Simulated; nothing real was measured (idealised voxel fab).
A process module follows: voxel transistor to metal.
Square cells of 5 nm make up the cross-section cut, whose width is 150 nm.
A cross-section is a grid of square cells, given in bands from the top down. A band is one or more rows of cells. A band entry consists of two parts. The first gives the height of the band's top and the height of its bottom, in nm. The rest lists the band's materials from left to right, each with its width in nm. A single material labelled with the word "full width" fills the band from edge to edge, and the word "blank" marks empty space. All heights in this document are referenced to 0, defined as the level beneath which the wafer, as received, consists entirely of one material. The lowest band is not bounded below; it extends indefinitely downward and is written in the form "0 down". Width spec "30->40" -> top row of cells at first value, bottom row at second value, equal per-row change in between. No cell of the cross-section changed in a step that is given as "same as before". Each empty space that has no open way to the top and spans at least 8 cells appears under "Entrapped voids" as width x height at distance, the distance counted from the left edge, all in nm. Post-settings text on a step line: simulator's own remark regarding the step. The "overlay nm" setting may appear on a step's line; for a step that uses a mask, it gives how far to the right of its planned position the mask lay, and a negative value indicates the left. Note on reading: below, each pair holds a cross-section from before one process step and one from after it; the one from after shows only down to the lowest band that changed. Beneath the pair, the step in between is stated along with its settings. The pairs can stem from different runs of this module on the same starting wafer. Where a pair's entry headed "Pre-step geometry" says so, and only there, that pair continues from the pair above it.
Pre-step geometry:
	-5 to -10  SiO2 full width
	-10 to -40  SiO2 30 nm, then Si 90 nm, then SiO2 30 nm
	-40 down  Si full width
	Entrapped voids: none
Sectional Result:
	25 to -5  polySi full width
	All layers under -5 are left as they were.
	Entrapped voids: none
Between before and after above, the operation and settings are DIRECTIONAL_DEP [material polySi] [thk nm 30]
Pre-step geometry: This step starts from the configuration shown after the step in the pair immediately above.
Sectional Result:
	35 to 25  SiCN full width
	All layers under 25 are left as they were.
	Entrapped voids: none
Between before and after above, the operation and settings are DIRECTIONAL_DEP [material SiCN] [thk nm 10]
Pre-step geometry: This step starts from the configuration shown after the step in the pair immediately above.
Sectional Result:
	35 to 25  blank 60 nm, then SiCN 25 nm, then blank 65 nm
	All layers under 25 are left as they were.
	Entrapped voids: none
Between before and after above, the operation and settings are MASKED_ETCH [tone cover] [mask id GATE] [width nm 25] [etch materials SiCN] [depth nm 20] [overlay nm 0]
Pre-step geometry: This step starts from the configuration shown after the step in the pair immediately above.
Sectional Result:
	35 to 25  blank 60 nm, then SiCN 25 nm, then blank 65 nm
	25 to -5  blank 60 nm, then polySi 25 nm, then blank 65 nm
	All layers under -5 are left as they were.
	Entrapped voids: none
Between before and after above, the operation and settings are MASKED_ETCH [tone cover] [mask id GATE] [width nm 25] [etch materials polySi] [depth nm 40] [overlay nm 0]
Pre-step geometry: This step starts from the configuration shown after the step in the pair immediately above.
Sectional Result:
	40 to 35  blank 55 nm, then SiO2 35 nm, then blank 60 nm
	35 to 25  blank 55 nm, then SiO2 5 nm, then SiCN 25 nm, then SiO2 5 nm, then blank 60 nm
	25 to 0  blank 55 nm, then SiO2 5 nm, then polySi 25 nm, then SiO2 5 nm, then blank 60 nm
	0 to -5  SiO2 60 nm, then polySi 25 nm, then SiO2 65 nm
	All layers under -5 are left as they were.
	Entrapped voids: none
Between before and after above, the operation and settings are CONFORMAL_DEP [material SiO2] [thk nm 5]
Pre-step geometry: This step starts from the configuration shown after the step in the pair immediately above.
Sectional Result:
	35 to 25  blank 55 nm, then SiO2 5 nm, then SiCN 25 nm, then SiO2 5 nm, then blank 60 nm
	25 to -5  blank 55 nm, then SiO2 5 nm, then polySi 25 nm, then SiO2 5 nm, then blank 60 nm
	All layers under -5 are left as they were.
	Entrapped voids: none
Between before and after above, the operation and settings are DIRECTIONAL_ETCH [etch materials SiO2] [depth nm 5]
Pre-step geometry: This step starts from the configuration shown after the step in the pair immediately above.
Sectional Result:
	40 to 35  blank 50 nm, then SiN 45 nm, then blank 55 nm
	35 to 25  blank 50 nm, then SiN 5 nm, then SiO2 5 nm, then SiCN 25 nm, then SiO2 5 nm, then SiN 5 nm, then blank 55 nm
	25 to 0  blank 50 nm, then SiN 5 nm, then SiO2 5 nm, then polySi 25 nm, then SiO2 5 nm, then SiN 5 nm, then blank 55 nm
	0 to -5  SiN 55 nm, then SiO2 5 nm, then polySi 25 nm, then SiO2 5 nm, then SiN 60 nm
	All layers under -5 are left as they were.
	Entrapped voids: none
Between before and after above, the operation and settings are CONFORMAL_DEP [material SiN] [thk nm 5]
Pre-step geometry: This step starts from the configuration shown after the step in the pair immediately above.
Sectional Result:
	35 to 25  blank 50 nm, then SiN 5 nm, then SiO2 5 nm, then SiCN 25 nm, then SiO2 5 nm, then SiN 5 nm, then blank 55 nm
	25 to -5  blank 50 nm, then SiN 5 nm, then SiO2 5 nm, then polySi 25 nm, then SiO2 5 nm, then SiN 5 nm, then blank 55 nm
	All layers under -5 are left as they were.
	Entrapped voids: none
Between before and after above, the operation and settings are DIRECTIONAL_ETCH [etch materials SiN] [depth nm 5]
Pre-step geometry: This step starts from the configuration shown after the step in the pair immediately above.
Sectional Result:
	35 to 30  blank 50 nm, then SiN 5 nm, then blank 5 nm, then SiCN 25 nm, then blank 5 nm, then SiN 5 nm, then blank 55 nm
	30 to 25  blank 50 nm, then SiN 5 nm, then SiO2 5 nm, then SiCN 25 nm, then SiO2 5 nm, then SiN 5 nm, then blank 55 nm
	25 to -5  blank 50 nm, then SiN 5 nm, then SiO2 5 nm, then polySi 25 nm, then SiO2 5 nm, then SiN 5 nm, then blank 55 nm
	-5 to -10  blank 50 nm, then SiO2 45 nm, then blank 55 nm
	All layers under -10 are left as they were.
	Entrapped voids: none
Between before and after above, the operation and settings are DIRECTIONAL_ETCH [etch materials SiO2] [depth nm 5]
Pre-step geometry: This step starts from the configuration shown after the step in the pair immediately above.
Sectional Result:
	35 to 30  blank 50 nm, then SiN 5 nm, then blank 5 nm, then SiCN 25 nm, then blank 5 nm, then SiN 5 nm, then blank 55 nm
	30 to 25  blank 50 nm, then SiN 5 nm, then SiO2 5 nm, then SiCN 25 nm, then SiO2 5 nm, then SiN 5 nm, then blank 55 nm
	25 to -5  blank 50 nm, then SiN 5 nm, then SiO2 5 nm, then polySi 25 nm, then SiO2 5 nm, then SiN 5 nm, then blank 55 nm
	-5 to -10  blank 50 nm, then SiO2 45 nm, then blank 55 nm
	-10 to -15  SiO2 30 nm, then blank 20 nm, then Si 45 nm, then blank 25 nm, then SiO2 30 nm
	All layers under -15 are left as they were.
	Entrapped voids: none
Between before and after above, the operation and settings are DIRECTIONAL_ETCH [etch materials Si] [depth nm 5]
Pre-step geometry: This step starts from the configuration shown after the step in the pair immediately above.
Sectional Result:
	35 to 30  blank 50 nm, then SiN 5 nm, then blank 5 nm, then SiCN 25 nm, then blank 5 nm, then SiN 5 nm, then blank 55 nm
	30 to 25  blank 50 nm, then SiN 5 nm, then SiO2 5 nm, then SiCN 25 nm, then SiO2 5 nm, then SiN 5 nm, then blank 55 nm
	25 to 0  blank 50 nm, then SiN 5 nm, then SiO2 5 nm, then polySi 25 nm, then SiO2 5 nm, then SiN 5 nm, then blank 55 nm
	0 to -5  blank 40 nm, then SiGe 10 nm, then SiN 5 nm, then SiO2 5 nm, then polySi 25 nm, then SiO2 5 nm, then SiN 5 nm, then SiGe 10 nm, then blank 45 nm
	-5 to -10  blank 25 nm, then SiGe 25 nm, then SiO2 45 nm, then SiGe 30 nm, then blank 25 nm
	-10 to -15  SiO2 30 nm, then SiGe 20 nm, then Si 45 nm, then SiGe 25 nm, then SiO2 30 nm
	All layers under -15 are left as they were.
	Entrapped voids: none
Between before and after above, the operation and settings are EPI [material SiGe] [thk nm 10]
Pre-step geometry: This step starts from the configuration shown after the step in the pair immediately above.
Sectional Result:
	45 to 35  SiO2 full width
	35 to 25  SiO2 50 nm, then SiN 5 nm, then SiO2 5 nm, then SiCN 25 nm, then SiO2 5 nm, then SiN 5 nm, then SiO2 55 nm
	25 to 0  SiO2 50 nm, then SiN 5 nm, then SiO2 5 nm, then polySi 25 nm, then SiO2 5 nm, then SiN 5 nm, then SiO2 55 nm
	0 to -5  SiO2 40 nm, then SiGe 10 nm, then SiN 5 nm, then SiO2 5 nm, then polySi 25 nm, then SiO2 5 nm, then SiN 5 nm, then SiGe 10 nm, then SiO2 45 nm
	-5 to -10  SiO2 25 nm, then SiGe 25 nm, then SiO2 45 nm, then SiGe 30 nm, then SiO2 25 nm
	All layers under -10 are left as they were.
	Entrapped voids: none
Between before and after above, the operation and settings are FILL_DEP [material SiO2] [thk nm 10]
Pre-step geometry: This step starts from the configuration shown after the step in the pair immediately above.
Sectional Result:
	25 to 0  SiO2 50 nm, then SiN 5 nm, then SiO2 5 nm, then polySi 25 nm, then SiO2 5 nm, then SiN 5 nm, then SiO2 55 nm
	All layers under 0 are left as they were.
	Entrapped voids: none
Between before and after above, the operation and settings are CMP [height nm 25]
Pre-step geometry: This step starts from the configuration shown after the step in the pair immediately above.
Sectional Result:
	25 to 0  SiO2 50 nm, then SiN 5 nm, then SiO2 5 nm, then blank 25 nm, then SiO2 5 nm, then SiN 5 nm, then SiO2 55 nm
	0 to -5  SiO2 40 nm, then SiGe 10 nm, then SiN 5 nm, then SiO2 5 nm, then blank 25 nm, then SiO2 5 nm, then SiN 5 nm, then SiGe 10 nm, then SiO2 45 nm
	All layers under -5 are left as they were.
	Entrapped voids: none
Between before and after above, the operation and settings are STRIP [etch materials polySi]
Pre-step geometry: This step starts from the configuration shown after the step in the pair immediately above.
Sectional Result:
	25 to 20  blank 50 nm, then SiN 5 nm, then blank 35 nm, then SiN 5 nm, then blank 55 nm
	20 to 0  SiO2 50 nm, then SiN 5 nm, then blank 35 nm, then SiN 5 nm, then SiO2 55 nm
	0 to -5  SiO2 40 nm, then SiGe 10 nm, then SiN 5 nm, then blank 35 nm, then SiN 5 nm, then SiGe 10 nm, then SiO2 45 nm
	-5 to -10  SiO2 25 nm, then SiGe 25 nm, then SiO2 5 nm, then blank 35 nm, then SiO2 5 nm, then SiGe 30 nm, then SiO2 25 nm
	All layers under -10 are left as they were.
	Entrapped voids: none
Between before and after above, the operation and settings are SELECTIVE_ETCH [etch materials SiO2] [depth nm 5]
Pre-step geometry: This step starts from the configuration shown after the step in the pair immediately above.
Sectional Result:
	30 to 25  blank 45 nm, then HfO2 15 nm, then blank 25 nm, then HfO2 15 nm, then blank 50 nm
	25 to 20  HfO2 50 nm, then SiN 5 nm, then HfO2 5 nm, then blank 25 nm, then HfO2 5 nm, then SiN 5 nm, then HfO2 55 nm
	20 to 0  SiO2 50 nm, then SiN 5 nm, then HfO2 5 nm, then blank 25 nm, then HfO2 5 nm, then SiN 5 nm, then SiO2 55 nm
	0 to -5  SiO2 40 nm, then SiGe 10 nm, then SiN 5 nm, then HfO2 5 nm, then blank 25 nm, then HfO2 5 nm, then SiN 5 nm, then SiGe 10 nm, then SiO2 45 nm
	-5 to -10  SiO2 25 nm, then SiGe 25 nm, then SiO2 5 nm, then HfO2 35 nm, then SiO2 5 nm, then SiGe 30 nm, then SiO2 25 nm
	All layers under -10 are left as they were.
	Entrapped voids: none
Between before and after above, the operation and settings are CONFORMAL_DEP [material HfO2] [thk nm 5]
Pre-step geometry: This step starts from the configuration shown after the step in the pair immediately above.
Sectional Result:
	35 to 30  blank 40 nm, then TiN 25 nm, then blank 15 nm, then TiN 25 nm, then blank 45 nm
	30 to 25  TiN 45 nm, then HfO2 15 nm, then TiN 5 nm, then blank 15 nm, then TiN 5 nm, then HfO2 15 nm, then TiN 50 nm
	25 to 20  HfO2 50 nm, then SiN 5 nm, then HfO2 5 nm, then TiN 5 nm, then blank 15 nm, then TiN 5 nm, then HfO2 5 nm, then SiN 5 nm, then HfO2 55 nm
	20 to 0  SiO2 50 nm, then SiN 5 nm, then HfO2 5 nm, then TiN 5 nm, then blank 15 nm, then TiN 5 nm, then HfO2 5 nm, then SiN 5 nm, then SiO2 55 nm
	0 to -5  SiO2 40 nm, then SiGe 10 nm, then SiN 5 nm, then HfO2 5 nm, then TiN 25 nm, then HfO2 5 nm, then SiN 5 nm, then SiGe 10 nm, then SiO2 45 nm
	All layers under -5 are left as they were.
	Entrapped voids: none
Between before and after above, the operation and settings are CONFORMAL_DEP [material TiN] [thk nm 5]
Pre-step geometry: This step starts from the configuration shown after the step in the pair immediately above.
Sectional Result:
	45 to 35  W full width
	35 to 30  W 40 nm, then TiN 25 nm, then W 15 nm, then TiN 25 nm, then W 45 nm
	30 to 25  TiN 45 nm, then HfO2 15 nm, then TiN 5 nm, then W 15 nm, then TiN 5 nm, then HfO2 15 nm, then TiN 50 nm
	25 to 20  HfO2 50 nm, then SiN 5 nm, then HfO2 5 nm, then TiN 5 nm, then W 15 nm, then TiN 5 nm, then HfO2 5 nm, then SiN 5 nm, then HfO2 55 nm
	20 to 0  SiO2 50 nm, then SiN 5 nm, then HfO2 5 nm, then TiN 5 nm, then W 15 nm, then TiN 5 nm, then HfO2 5 nm, then SiN 5 nm, then SiO2 55 nm
	All layers under 0 are left as they were.
	Entrapped voids: none
Between before and after above, the operation and settings are FILL_DEP [material W] [thk nm 10]
Pre-step geometry: This step starts from the configuration shown after the step in the pair immediately above.
Sectional Result:
	20 to 0  SiO2 50 nm, then SiN 5 nm, then HfO2 5 nm, then TiN 5 nm, then W 15 nm, then TiN 5 nm, then HfO2 5 nm, then SiN 5 nm, then SiO2 55 nm
	All layers under 0 are left as they were.
	Entrapped voids: none
Between before and after above, the operation and settings are CMP [height nm 20]
Pre-step geometry: This step starts from the configuration shown after the step in the pair immediately above.
Sectional Result:
	35 to 20  SiO2 full width
	All layers under 20 are left as they were.
	Entrapped voids: none
Between before and after above, the operation and settings are DIRECTIONAL_DEP [material SiO2] [thk nm 15]
Pre-step geometry: This step starts from the configuration shown after the step in the pair immediately above.
Sectional Result:
	35 to 20  SiO2 30 nm, then blank 15 nm, then SiO2 55 nm, then blank 15 nm, then SiO2 35 nm
	20 to 0  SiO2 30 nm, then blank 15 nm, then SiO2 5 nm, then SiN 5 nm, then HfO2 5 nm, then TiN 5 nm, then W 15 nm, then TiN 5 nm, then HfO2 5 nm, then SiN 5 nm, then SiO2 5 nm, then blank 15 nm, then SiO2 35 nm
	0 to -5  SiO2 30 nm, then blank 10 nm, then SiGe 10 nm, then SiN 5 nm, then HfO2 5 nm, then TiN 25 nm, then HfO2 5 nm, then SiN 5 nm, then SiGe 10 nm, then blank 10 nm, then SiO2 35 nm
	All layers under -5 are left as they were.
	Entrapped voids: none
Between before and after above, the operation and settings are MASKED_ETCH [tone open] [mask id CONTACT] [width nm 15] [pitch nm 70] [etch materials SiO2] [depth nm 40] [overlay nm 0]
Pre-step geometry: This step starts from the configuration shown after the step in the pair immediately above.
Sectional Result:
	40 to 35  TiN 35 nm, then blank 5 nm, then TiN 65 nm, then blank 5 nm, then TiN 40 nm
	35 to 20  SiO2 30 nm, then TiN 5 nm, then blank 5 nm, then TiN 5 nm, then SiO2 55 nm, then TiN 5 nm, then blank 5 nm, then TiN 5 nm, then SiO2 35 nm
	20 to 5  SiO2 30 nm, then TiN 5 nm, then blank 5 nm, then TiN 5 nm, then SiO2 5 nm, then SiN 5 nm, then HfO2 5 nm, then TiN 5 nm, then W 15 nm, then TiN 5 nm, then HfO2 5 nm, then SiN 5 nm, then SiO2 5 nm, then TiN 5 nm, then blank 5 nm, then TiN 5 nm, then SiO2 35 nm
	5 to 0  SiO2 30 nm, then TiN 15 nm, then SiO2 5 nm, then SiN 5 nm, then HfO2 5 nm, then TiN 5 nm, then W 15 nm, then TiN 5 nm, then HfO2 5 nm, then SiN 5 nm, then SiO2 5 nm, then TiN 15 nm, then SiO2 35 nm
	0 to -5  SiO2 30 nm, then TiN 10 nm, then SiGe 10 nm, then SiN 5 nm, then HfO2 5 nm, then TiN 25 nm, then HfO2 5 nm, then SiN 5 nm, then SiGe 10 nm, then TiN 10 nm, then SiO2 35 nm
	All layers under -5 are left as they were.
	Entrapped voids: none
Between before and after above, the operation and settings are CONFORMAL_DEP [material TiN] [thk nm 5]
Pre-step geometry: This step starts from the configuration shown after the step in the pair immediately above.
Sectional Result:
	50 to 40  Ru full width
	40 to 35  TiN 35 nm, then Ru 5 nm, then TiN 65 nm, then Ru 5 nm, then TiN 40 nm
	35 to 20  SiO2 30 nm, then TiN 5 nm, then Ru 5 nm, then TiN 5 nm, then SiO2 55 nm, then TiN 5 nm, then Ru 5 nm, then TiN 5 nm, then SiO2 35 nm
	20 to 5  SiO2 30 nm, then TiN 5 nm, then Ru 5 nm, then TiN 5 nm, then SiO2 5 nm, then SiN 5 nm, then HfO2 5 nm, then TiN 5 nm, then W 15 nm, then TiN 5 nm, then HfO2 5 nm, then SiN 5 nm, then SiO2 5 nm, then TiN 5 nm, then Ru 5 nm, then TiN 5 nm, then SiO2 35 nm
	All layers under 5 are left as they were.
	Entrapped voids: none
Between before and after above, the operation and settings are FILL_DEP [material Ru] [thk nm 10]
Pre-step geometry: This step starts from the configuration shown after the step in the pair immediately above.
Sectional Result:
	35 to 20  SiO2 30 nm, then TiN 5 nm, then Ru 5 nm, then TiN 5 nm, then SiO2 55 nm, then TiN 5 nm, then Ru 5 nm, then TiN 5 nm, then SiO2 35 nm
	All layers under 20 are left as they were.
	Entrapped voids: none
Between before and after above, the operation and settings are CMP [height nm 35]
Pre-step geometry: This step starts from the configuration shown after the step in the pair immediately above.
Sectional Result:
	40 to 35  SiCN full width
	All layers under 35 are left as they were.
	Entrapped voids: none
Between before and after above, the operation and settings are CONFORMAL_DEP [material SiCN] [thk nm 5]
Pre-step geometry: This step starts from the configuration shown after the step in the pair immediately above.
Sectional Result:
	60 to 40  SiO2 full width
	All layers under 40 are left as they were.
	Entrapped voids: none
Between before and after above, the operation and settings are DIRECTIONAL_DEP [material SiO2] [thk nm 20]
Pre-step geometry: This step starts from the configuration shown after the step in the pair immediately above.
Sectional Result:
	75 to 60  resist 30 nm, then blank 15 nm, then resist 55 nm, then blank 15 nm, then resist 35 nm
	All layers under 60 are left as they were.
	Entrapped voids: none
Between before and after above, the operation and settings are PATTERN [tone open] [mask id METAL_1] [material resist] [width nm 15] [pitch nm 70] [thk nm 15] [overlay nm 0]
Pre-step geometry: This step starts from the configuration shown after the step in the pair immediately above.
Sectional Result:
	75 to 60  resist 30 nm, then blank 15 nm, then resist 55 nm, then blank 15 nm, then resist 35 nm
	60 to 40  SiO2 30 nm, then blank 15 nm, then SiO2 55 nm, then blank 15 nm, then SiO2 35 nm
	All layers under 40 are left as they were.
	Entrapped voids: none
Between before and after above, the operation and settings are DIRECTIONAL_ETCH [etch materials SiO2] [depth nm 20]
Pre-step geometry: This step starts from the configuration shown after the step in the pair immediately above.
Sectional Result:
	75 to 60  resist 30 nm, then blank 15 nm, then resist 55 nm, then blank 15 nm, then resist 35 nm
	60 to 40  SiO2 30 nm, then blank 15 nm, then SiO2 55 nm, then blank 15 nm, then SiO2 35 nm
	40 to 35  SiCN 30 nm, then blank 15 nm, then SiCN 55 nm, then blank 15 nm, then SiCN 35 nm
	All layers under 35 are left as they were.
	Entrapped voids: none
Between before and after above, the operation and settings are DIRECTIONAL_ETCH [etch materials SiCN] [depth nm 5]
Pre-step geometry: This step starts from the configuration shown after the step in the pair immediately above.
Sectional Result:
	60 to 40  SiO2 30 nm, then blank 15 nm, then SiO2 55 nm, then blank 15 nm, then SiO2 35 nm
	All layers under 40 are left as they were.
	Entrapped voids: none
Between before and after above, the operation and settings are STRIP [etch materials resist]
Pre-step geometry: This step starts from the configuration shown after the step in the pair immediately above.
Sectional Result:
	65 to 60  TiN 35 nm, then blank 5 nm, then TiN 65 nm, then blank 5 nm, then TiN 40 nm
	60 to 40  SiO2 30 nm, then TiN 5 nm, then blank 5 nm, then TiN 5 nm, then SiO2 55 nm, then TiN 5 nm, then blank 5 nm, then TiN 5 nm, then SiO2 35 nm
	40 to 35  SiCN 30 nm, then TiN 15 nm, then SiCN 55 nm, then TiN 15 nm, then SiCN 35 nm
	All layers under 35 are left as they were.
	Entrapped voids: none
Between before and after above, the operation and settings are CONFORMAL_DEP [material TiN] [thk nm 5]
Pre-step geometry: This step starts from the configuration shown after the step in the pair immediately above.
Sectional Result:
	75 to 65  Cu full width
	65 to 60  TiN 35 nm, then Cu 5 nm, then TiN 65 nm, then Cu 5 nm, then TiN 40 nm
	60 to 40  SiO2 30 nm, then TiN 5 nm, then Cu 5 nm, then TiN 5 nm, then SiO2 55 nm, then TiN 5 nm, then Cu 5 nm, then TiN 5 nm, then SiO2 35 nm
	All layers under 40 are left as they were.
	Entrapped voids: none
Between before and after above, the operation and settings are FILL_DEP [material Cu] [thk nm 10]
Pre-step geometry: This step starts from the configuration shown after the step in the pair immediately above.
Sectional Result:
	60 to 40  SiO2 30 nm, then TiN 5 nm, then Cu 5 nm, then TiN 5 nm, then SiO2 55 nm, then TiN 5 nm, then Cu 5 nm, then TiN 5 nm, then SiO2 35 nm
	All layers under 40 are left as they were.
	Entrapped voids: none
Between before and after above, the operation and settings are CMP [height nm 60]
Pre-step geometry: This step starts from the configuration shown after the step in the pair immediately above.
Sectional Result:
	65 to 60  SiN full width
	All layers under 60 are left as they were.
	Entrapped voids: none
Between before and after above, the operation and settings are CONFORMAL_DEP [material SiN] [thk nm 5]
Pre-step geometry:
	35 to 20  SiO2 full width
	20 to 0  SiO2 50 nm, then SiN 5 nm, then HfO2 5 nm, then TiN 5 nm, then W 15 nm, then TiN 5 nm, then HfO2 5 nm, then SiN 5 nm, then SiO2 55 nm
	0 to -5  SiO2 40 nm, then SiGe 10 nm, then SiN 5 nm, then HfO2 5 nm, then TiN 25 nm, then HfO2 5 nm, then SiN 5 nm, then SiGe 10 nm, then SiO2 45 nm
	-5 to -10  SiO2 20 nm, then SiGe 30 nm, then SiO2 5 nm, then HfO2 35 nm, then SiO2 5 nm, then SiGe 30 nm, then SiO2 25 nm
	-10 to -15  SiO2 25 nm, then SiGe 25 nm, then Si 45 nm, then SiGe 25 nm, then SiO2 30 nm
	-15 to -40  SiO2 25 nm, then Si 95 nm, then SiO2 30 nm
	-40 down  Si full width
	Entrapped voids: none
Sectional Result:
	35 to 20  SiO2 25 nm, then blank 15 nm, then SiO2 55 nm, then blank 15 nm, then SiO2 40 nm
	20 to 0  SiO2 25 nm, then blank 15 nm, then SiO2 10 nm, then SiN 5 nm, then HfO2 5 nm, then TiN 5 nm, then W 15 nm, then TiN 5 nm, then HfO2 5 nm, then SiN 5 nm, then blank 15 nm, then SiO2 40 nm
	0 to -5  SiO2 25 nm, then blank 15 nm, then SiGe 10 nm, then SiN 5 nm, then HfO2 5 nm, then TiN 25 nm, then HfO2 5 nm, then SiN 5 nm, then SiGe 10 nm, then blank 5 nm, then SiO2 40 nm
	All layers under -5 are left as they were.
	Entrapped voids: none
Between before and after above, the operation and settings are MASKED_ETCH [tone open] [mask id CONTACT] [width nm 15] [pitch nm 70] [etch materials SiO2] [depth nm 40] [overlay nm -5]
Pre-step geometry: This step starts from the configuration shown after the step in the pair immediately above.
Sectional Result:
	40 to 35  TiN 30 nm, then blank 5 nm, then TiN 65 nm, then blank 5 nm, then TiN 45 nm
	35 to 20  SiO2 25 nm, then TiN 5 nm, then blank 5 nm, then TiN 5 nm, then SiO2 55 nm, then TiN 5 nm, then blank 5 nm, then TiN 5 nm, then SiO2 40 nm
	20 to 5  SiO2 25 nm, then TiN 5 nm, then blank 5 nm, then TiN 5 nm, then SiO2 10 nm, then SiN 5 nm, then HfO2 5 nm, then TiN 5 nm, then W 15 nm, then TiN 5 nm, then HfO2 5 nm, then SiN 5 nm, then TiN 5 nm, then blank 5 nm, then TiN 5 nm, then SiO2 40 nm
	5 to 0  SiO2 25 nm, then TiN 5 nm, then blank 5 nm, then TiN 5 nm, then SiO2 10 nm, then SiN 5 nm, then HfO2 5 nm, then TiN 5 nm, then W 15 nm, then TiN 5 nm, then HfO2 5 nm, then SiN 5 nm, then TiN 15 nm, then SiO2 40 nm
	0 to -5  SiO2 25 nm, then TiN 15 nm, then SiGe 10 nm, then SiN 5 nm, then HfO2 5 nm, then TiN 25 nm, then HfO2 5 nm, then SiN 5 nm, then SiGe 10 nm, then TiN 5 nm, then SiO2 40 nm
	All layers under -5 are left as they were.
	Entrapped voids: none
Between before and after above, the operation and settings are CONFORMAL_DEP [material TiN] [thk nm 5]
Pre-step geometry: This step starts from the configuration shown after the step in the pair immediately above.
Sectional Result:
	50 to 40  Ru full width
	40 to 35  TiN 30 nm, then Ru 5 nm, then TiN 65 nm, then Ru 5 nm, then TiN 45 nm
	35 to 20  SiO2 25 nm, then TiN 5 nm, then Ru 5 nm, then TiN 5 nm, then SiO2 55 nm, then TiN 5 nm, then Ru 5 nm, then TiN 5 nm, then SiO2 40 nm
	20 to 5  SiO2 25 nm, then TiN 5 nm, then Ru 5 nm, then TiN 5 nm, then SiO2 10 nm, then SiN 5 nm, then HfO2 5 nm, then TiN 5 nm, then W 15 nm, then TiN 5 nm, then HfO2 5 nm, then SiN 5 nm, then TiN 5 nm, then Ru 5 nm, then TiN 5 nm, then SiO2 40 nm
	5 to 0  SiO2 25 nm, then TiN 5 nm, then Ru 5 nm, then TiN 5 nm, then SiO2 10 nm, then SiN 5 nm, then HfO2 5 nm, then TiN 5 nm, then W 15 nm, then TiN 5 nm, then HfO2 5 nm, then SiN 5 nm, then TiN 15 nm, then SiO2 40 nm
	All layers under 0 are left as they were.
	Entrapped voids: none
Between before and after above, the operation and settings are FILL_DEP [material Ru] [thk nm 10]
Pre-step geometry: This step starts from the configuration shown after the step in the pair immediately above.
Sectional Result:
	35 to 20  SiO2 25 nm, then TiN 5 nm, then Ru 5 nm, then TiN 5 nm, then SiO2 55 nm, then TiN 5 nm, then Ru 5 nm, then TiN 5 nm, then SiO2 40 nm
	All layers under 20 are left as they were.
	Entrapped voids: none
Between before and after above, the operation and settings are CMP [height nm 35]
Pre-step geometry: This step starts from the configuration shown after the step in the pair immediately above.
Sectional Result:
	40 to 35  SiCN full width
	All layers under 35 are left as they were.
	Entrapped voids: none
Between before and after above, the operation and settings are CONFORMAL_DEP [material SiCN] [thk nm 5]
Pre-step geometry: This step starts from the configuration shown after the step in the pair immediately above.
Sectional Result:
	60 to 40  SiO2 full width
	All layers under 40 are left as they were.
	Entrapped voids: none
Between before and after above, the operation and settings are DIRECTIONAL_DEP [material SiO2] [thk nm 20]
Pre-step geometry: This step starts from the configuration shown after the step in the pair immediately above.
Sectional Result:
	75 to 60  resist 30 nm, then blank 15 nm, then resist 55 nm, then blank 15 nm, then resist 35 nm
	All layers under 60 are left as they were.
	Entrapped voids: none
Between before and after above, the operation and settings are PATTERN [tone open] [mask id METAL_1] [material resist] [width nm 15] [pitch nm 70] [thk nm 15] [overlay nm 0]
Pre-step geometry: This step starts from the configuration shown after the step in the pair immediately above.
Sectional Result:
	75 to 60  resist 30 nm, then blank 15 nm, then resist 55 nm, then blank 15 nm, then resist 35 nm
	60 to 40  SiO2 30 nm, then blank 15 nm, then SiO2 55 nm, then blank 15 nm, then SiO2 35 nm
	All layers under 40 are left as they were.
	Entrapped voids: none
Between before and after above, the operation and settings are DIRECTIONAL_ETCH [etch materials SiO2] [depth nm 20]
Pre-step geometry: This step starts from the configuration shown after the step in the pair immediately above.
Sectional Result:
	75 to 60  resist 30 nm, then blank 15 nm, then resist 55 nm, then blank 15 nm, then resist 35 nm
	60 to 40  SiO2 30 nm, then blank 15 nm, then SiO2 55 nm, then blank 15 nm, then SiO2 35 nm
	40 to 35  SiCN 30 nm, then blank 15 nm, then SiCN 55 nm, then blank 15 nm, then SiCN 35 nm
	All layers under 35 are left as they were.
	Entrapped voids: none
Between before and after above, the operation and settings are DIRECTIONAL_ETCH [etch materials SiCN] [depth nm 5]
Pre-step geometry: This step starts from the configuration shown after the step in the pair immediately above.
Sectional Result:
	60 to 40  SiO2 30 nm, then blank 15 nm, then SiO2 55 nm, then blank 15 nm, then SiO2 35 nm
	All layers under 40 are left as they were.
	Entrapped voids: none
Between before and after above, the operation and settings are STRIP [etch materials resist]
Pre-step geometry: This step starts from the configuration shown after the step in the pair immediately above.
Sectional Result:
	65 to 60  TiN 35 nm, then blank 5 nm, then TiN 65 nm, then blank 5 nm, then TiN 40 nm
	60 to 40  SiO2 30 nm, then TiN 5 nm, then blank 5 nm, then TiN 5 nm, then SiO2 55 nm, then TiN 5 nm, then blank 5 nm, then TiN 5 nm, then SiO2 35 nm
	40 to 35  SiCN 30 nm, then TiN 15 nm, then SiCN 55 nm, then TiN 15 nm, then SiCN 35 nm
	All layers under 35 are left as they were.
	Entrapped voids: none
Between before and after above, the operation and settings are CONFORMAL_DEP [material TiN] [thk nm 5]
Pre-step geometry: This step starts from the configuration shown after the step in the pair immediately above.
Sectional Result:
	75 to 65  Cu full width
	65 to 60  TiN 35 nm, then Cu 5 nm, then TiN 65 nm, then Cu 5 nm, then TiN 40 nm
	60 to 40  SiO2 30 nm, then TiN 5 nm, then Cu 5 nm, then TiN 5 nm, then SiO2 55 nm, then TiN 5 nm, then Cu 5 nm, then TiN 5 nm, then SiO2 35 nm
	All layers under 40 are left as they were.
	Entrapped voids: none
Between before and after above, the operation and settings are FILL_DEP [material Cu] [thk nm 10]
Pre-step geometry: This step starts from the configuration shown after the step in the pair immediately above.
Sectional Result:
	60 to 40  SiO2 30 nm, then TiN 5 nm, then Cu 5 nm, then TiN 5 nm, then SiO2 55 nm, then TiN 5 nm, then Cu 5 nm, then TiN 5 nm, then SiO2 35 nm
	All layers under 40 are left as they were.
	Entrapped voids: none
Between before and after above, the operation and settings are CMP [height nm 60]
Pre-step geometry: This step starts from the configuration shown after the step in the pair immediately above.
Sectional Result:
	65 to 60  SiN full width
	All layers under 60 are left as they were.
	Entrapped voids: none
Between before and after above, the operation and settings are CONFORMAL_DEP [material SiN] [thk nm 5]
